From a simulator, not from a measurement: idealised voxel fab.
process module | voxel fin reveal
cross-section cut | 215 nm wide | cells 5 nm
A cross-section is a grid of square cells, given in bands from the top down. A band is one or more rows of cells.
Each band's line starts with the height of the band's top and of its bottom, in nm. Then come its materials from left to right, each with its width in nm. One material with "throughout" fills the band from edge to edge. "air" is empty space.
Height 0 is the level under which the wafer as received is all one material. The lowest band goes on downwards, as in "0 down".
A width such as "30 to 40" changes by the same amount from each row of cells to the next, from the band's top row to its bottom row.
"no change" after a step means that no cell of the cross-section changed.
closed voids: empty space of 8 cells or more with no open way to the top, each as width x height at its distance from the left edge, in nm
after a step's settings: what the simulator itself notes on the step
overlay nm, on a step with a mask: how far to the right of its planned place the mask lay; to the left if negative
plan
1 op RECEIVE | material Si
2 op CONFORMAL_DEP | material SiN | thk nm 10
3 op DIRECTIONAL_DEP | material aC | thk nm 10
4 op PATTERN | tone cover | mask id FINS | material resist | width nm 15 | pitch nm 40 | thk nm 25 | overlay nm 0
5 op DIRECTIONAL_ETCH | etch materials aC | depth nm 10
6 op STRIP | etch materials resist
7 op DIRECTIONAL_ETCH | etch materials SiN | depth nm 10
8 op DIRECTIONAL_ETCH | etch materials Si | depth nm 30
9 op STRIP | etch materials aC
10 op OXIDIZE | depth nm 5
11 op FILL_DEP | material SiO2 | thk nm 10
12 op CMP | height nm 10
13 op SELECTIVE_ETCH | etch materials SiO2 | depth nm 25
14 op STRIP | etch materials SiN
as received, after step 1
  0 down: Si throughout
  closed voids: none
first wafer at the end, as planned
  0 to -15: air 65 | Si 5 | air 35 | Si 5 | air 35 | Si 5 | air 65
  -15 to -35: SiO2 65 | Si 5 | SiO2 35 | Si 5 | SiO2 35 | Si 5 | SiO2 65
  -35 down: Si throughout
  closed voids: none
second wafer at the end: like start, like plan, one mistake
  0 to -30: air 60 | SiO2 5 | Si 5 | SiO2 5 | air 25 | SiO2 5 | Si 5 | SiO2 5 | air 25 | SiO2 5 | Si 5 | SiO2 5 | air 60
  -30 to -35: SiO2 65 | Si 5 | SiO2 35 | Si 5 | SiO2 35 | Si 5 | SiO2 65
  -35 down: Si throughout
  closed voids: none
what went wrong: step 11 ran as: op FILL_DEP | material SiN | thk nm 10
at the end the second wafer has, in cells: 84 fewer of SiO2
